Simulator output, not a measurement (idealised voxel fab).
Process module name: voxel double patterning
Cross-section cut: width 235 nm, square cells of 5 nm.
Throughout this document, each cross-section is represented as a grid of square cells and is presented as a sequence of bands enumerated from the top downward, where a band comprises one or more rows of cells.
Heights first: top, then bottom, in nm. Then materials, left to right, each with a width in nm. "everywhere" on a single material: fills the band edge to edge. "blank": empty space.
Heights are reckoned from 0. Under this level, the received wafer is all of one material. The bottommost band is open-ended downward, for example "0 nm and below".
Think of "30..40" as a width that walks from the first number to the second as you go down the band, top row to bottom row, taking equal-sized steps from row to row.
"nothing altered" means the step left every cell of the cross-section as it was.
"Closed cavity list" enumerates empty spaces isolated from the top, with no open way to it, that contain at least 8 cells, giving each as width x height at distance from the left edge, all three in nm.
Heads up: the bit after the settings on a step's line is the simulator's remark on that step.
Steps that use a mask can have "overlay nm" on their line. It says how far the mask sat to the right of where it was meant to be. Negative means to the left.
Reading key. Pairs: pre-step and post-step cross-section, one process step apart; post-step view only to lowest changed band. Step between + settings: beneath pair. Runs: pairs may be from different runs of this module, same starting wafer. Continuation from pair above: only where "Pre-process cross-section" entry says.

## Pre-process cross-section
	35 nm to 25 nm | blank: 85, then SiN: 15, then blank: 35, then SiN: 15, then blank: 85
	25 nm to 10 nm | W everywhere
	10 nm to 0 nm | SiO2 everywhere
	0 nm and below | Si everywhere
	Closed cavity list: none

## Post-Process View
	35 nm to 25 nm | blank: 85, then SiN: 15, then blank: 35, then SiN: 15, then blank: 85
	25 nm to 10 nm | blank: 85, then W: 15, then blank: 35, then W: 15, then blank: 85
	Below 10, no change.
	Closed cavity list: none
The step that takes the structure from the upper cross-section to the lower one is DIRECTIONAL_ETCH [etch materials W] [depth nm 15]

Pre-process cross-section: per the after cross-section of the pair just above.

## Post-Process View
	25 nm to 10 nm | blank: 85, then W: 15, then blank: 35, then W: 15, then blank: 85
	Below 10, no change.
	Closed cavity list: none
The step that takes the structure from the upper cross-section to the lower one is STRIP [etch materials SiN]
